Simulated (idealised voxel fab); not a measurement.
Process module in this document: voxel quadruple lines
FYI the section here is cut, 140 nm wide, cells are 5 nm squares.
We lay out every cross-section as a grid of square cells and spell it out in bands from the top down, where one band means one or more rows of cells. Top, bottom (nm), then materials left to right with widths (nm); lone material tagged "all across" fills the whole band edge to edge; "air" = empty space. Ref level 0: as-received wafer is one material below here. Bottom band extends down with no lower bound ("z 0 and below"). The width entry "30->40" should be interpreted row by row: the top row of cells in the band takes the first number, the bottom row takes the second number, and the change between adjacent rows is uniform throughout. Where a step carries "changes: none", the cross-section came out of it unchanged, cell for cell. Heads up: "Closed void table" only lists the empty pockets with no open path to the top that are 8 cells or more, and it writes them as width x height at distance, distance from the left edge, in nm. What comes after the settings on a step's line is commentary from the simulator itself on that step. overlay nm: for a step with a mask, the amount by which the mask lay right of where it was planned; a negative amount means left of it.

**Listed below are the process steps as planned**
1) RECEIVE | material Si
2) CONFORMAL_DEP | material Al2O3 | thk nm 5
3) DIRECTIONAL_DEP | material Ru | thk nm 10
4) DIRECTIONAL_DEP | material polySi | thk nm 20
5) DIRECTIONAL_DEP | material aC | thk nm 25
6) PATTERN | tone cover | mask id MANDREL | material resist | width nm 30 | thk nm 35 | overlay nm 0
7) DIRECTIONAL_ETCH | etch materials aC | depth nm 25
8) STRIP | etch materials resist
9) CONFORMAL_DEP | material SiO2 | thk nm 10
10) DIRECTIONAL_ETCH | etch materials SiO2 | depth nm 10
11) STRIP | etch materials aC
12) DIRECTIONAL_ETCH | etch materials polySi | depth nm 20
13) STRIP | etch materials SiO2
14) CONFORMAL_DEP | material SiN | thk nm 10
15) DIRECTIONAL_ETCH | etch materials SiN | depth nm 10
16) STRIP | etch materials polySi
17) DIRECTIONAL_ETCH | etch materials Ru | depth nm 10
18) STRIP | etch materials SiN
19) FILL_DEP | material SiO2 | thk nm 10
20) CMP | height nm 15

**Shown in cross-section is the wafer as received, that is, as it stands after step 1**
z 0 and below = Si all across
Closed void table: none

**First of two wafers: cross-section at end of module, run per plan**
z 15 to 5 = 35 of SiO2  10 of Ru  10 of SiO2  10 of Ru  10 of SiO2  10 of Ru  10 of SiO2  10 of Ru  35 of SiO2
z 5 to 0 = Al2O3 all across
z 0 and below = Si all across
Closed void table: none

**End-of-module cross-section of the second wafer: identical starting point and process plan to the first, with one processing mistake**
z 15 to 5 = 45 of SiO2  10 of Ru  10 of SiO2  10 of Ru  10 of SiO2  10 of Ru  45 of SiO2
z 5 to 0 = Al2O3 all across
z 0 and below = Si all across
Closed void table: none
Run error: step 6 went in with a setting other than planned; the actual run was PATTERN | tone open | mask id MANDREL | material resist | width nm 30 | thk nm 35 | overlay nm 0
The second wafer ends with more or fewer cells of some materials than the first, per final count: Ru -4 | SiO2 +4
